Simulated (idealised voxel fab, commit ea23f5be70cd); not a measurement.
The name of this process module is voxel gate over fins.
The figure presents cross-section cut, which has a width of 140 nm and is divided into square cells with an edge length of 5 nm.
A cross-section is a grid of square cells, given in bands from the top down. A band is one or more rows of cells.
A band entry consists of two parts. The first gives the height of the band's top and the height of its bottom, in nm. The rest lists the band's materials from left to right, each with its width in nm. A single material labelled with the word "throughout" fills the band from edge to edge, and the word "blank" marks empty space.
Convention: height 0 is the level below which the wafer, as received, is all one material. The lowest band does not terminate at the bottom but continues downward, represented as "0 nm and below".
The two numbers in a width such as "30->40" mark its ends across the band: the first belongs to the top row of cells, the second to the bottom row, and from each row to the next the width moves by the same amount.
For the purposes of this document, the phrase "nothing altered" attached to a step denotes that no cell within the cross-section was modified by that step.
Basically, "Closed void catalog" tells you about the enclosed voids: empty spaces with no open way to the top, 8 cells or bigger, each written width x height at distance, where distance is from the left edge, all in nm.
That trailing text on a step's line, after the settings, is the simulator's own remark on the step.
What "overlay nm" on a step's line means: if the step has a mask, that mask lay this far to the right of its planned place, or, when the value is negative, to the left.
The following list gives the planned process steps
1) RECEIVE: material Si
2) CONFORMAL_DEP: material SiN, thk nm 5
3) DIRECTIONAL_DEP: material aC, thk nm 15
4) PATTERN: tone cover, mask id FINS, material resist, width nm 15, pitch nm 45, thk nm 30, overlay nm 0
5) DIRECTIONAL_ETCH: etch materials aC, depth nm 15
6) STRIP: etch materials resist
7) DIRECTIONAL_ETCH: etch materials SiN, depth nm 5
8) DIRECTIONAL_ETCH: etch materials Si, depth nm 40
9) STRIP: etch materials aC
10) FILL_DEP: material SiO2, thk nm 15
11) CMP: height nm 5
12) SELECTIVE_ETCH: etch materials SiO2, depth nm 20
13) STRIP: etch materials SiN
14) CONFORMAL_DEP: material HfO2, thk nm 5
15) CONFORMAL_DEP: material TiN, thk nm 5
16) FILL_DEP: material W, thk nm 10
17) CMP: height nm 15
18) CONFORMAL_DEP: material SiCN, thk nm 5
Received-state cross-section, reflecting completion of step 1
  0 nm and below: Si throughout
  Closed void catalog: none
End-of-module XS, first of two wafers, run as planned
  20 nm to 15 nm: SiCN throughout
  15 nm to 10 nm: W throughout
  10 nm to 5 nm: W=30 / TiN=35 / W=10 / TiN=35 / W=30
  5 nm to 0 nm: W=30 / TiN=5 / HfO2=25 / TiN=5 / W=10 / TiN=5 / HfO2=25 / TiN=5 / W=30
  0 nm to -5 nm: W=30 / TiN=5 / HfO2=5 / Si=15 / HfO2=5 / TiN=5 / W=10 / TiN=5 / HfO2=5 / Si=15 / HfO2=5 / TiN=5 / W=30
  -5 nm to -10 nm: TiN=35 / HfO2=5 / Si=15 / HfO2=5 / TiN=20 / HfO2=5 / Si=15 / HfO2=5 / TiN=35
  -10 nm to -15 nm: HfO2=40 / Si=15 / HfO2=30 / Si=15 / HfO2=40
  -15 nm to -40 nm: SiO2=40 / Si=15 / SiO2=30 / Si=15 / SiO2=40
  -40 nm and below: Si throughout
  Closed void catalog: none
Cross-section at end of module for the second wafer of two, which matched the first in starting point and plan and differed by one mistake in its processing
  20 nm to 15 nm: SiCN throughout
  15 nm to 10 nm: W throughout
  10 nm to 5 nm: W=30 / TiN=40 / W=5 / TiN=40 / W=25
  5 nm to 0 nm: W=30 / TiN=5 / HfO2=30 / TiN=5 / W=5 / TiN=5 / HfO2=30 / TiN=5 / W=25
  0 nm to -5 nm: W=30 / TiN=5 / HfO2=5 / Si=20 / HfO2=5 / TiN=5 / W=5 / TiN=5 / HfO2=5 / Si=20 / HfO2=5 / TiN=5 / W=25
  -5 nm to -10 nm: TiN=35 / HfO2=5 / Si=20 / HfO2=5 / TiN=15 / HfO2=5 / Si=20 / HfO2=5 / TiN=30
  -10 nm to -15 nm: HfO2=40 / Si=20 / HfO2=25 / Si=20 / HfO2=35
  -15 nm to -40 nm: SiO2=40 / Si=20 / SiO2=25 / Si=20 / SiO2=35
  -40 nm and below: Si throughout
  Closed void catalog: none
Processing error: step 4 did not happen as planned, as run it was PATTERN: tone cover, mask id FINS, material resist, width nm 20, pitch nm 45, thk nm 30, overlay nm 0
Upon completion, the second wafer contains, in terms of cells, a greater or smaller amount of certain materials than the first wafer: Si: 16 more, SiO2: 10 fewer, W: 6 fewer
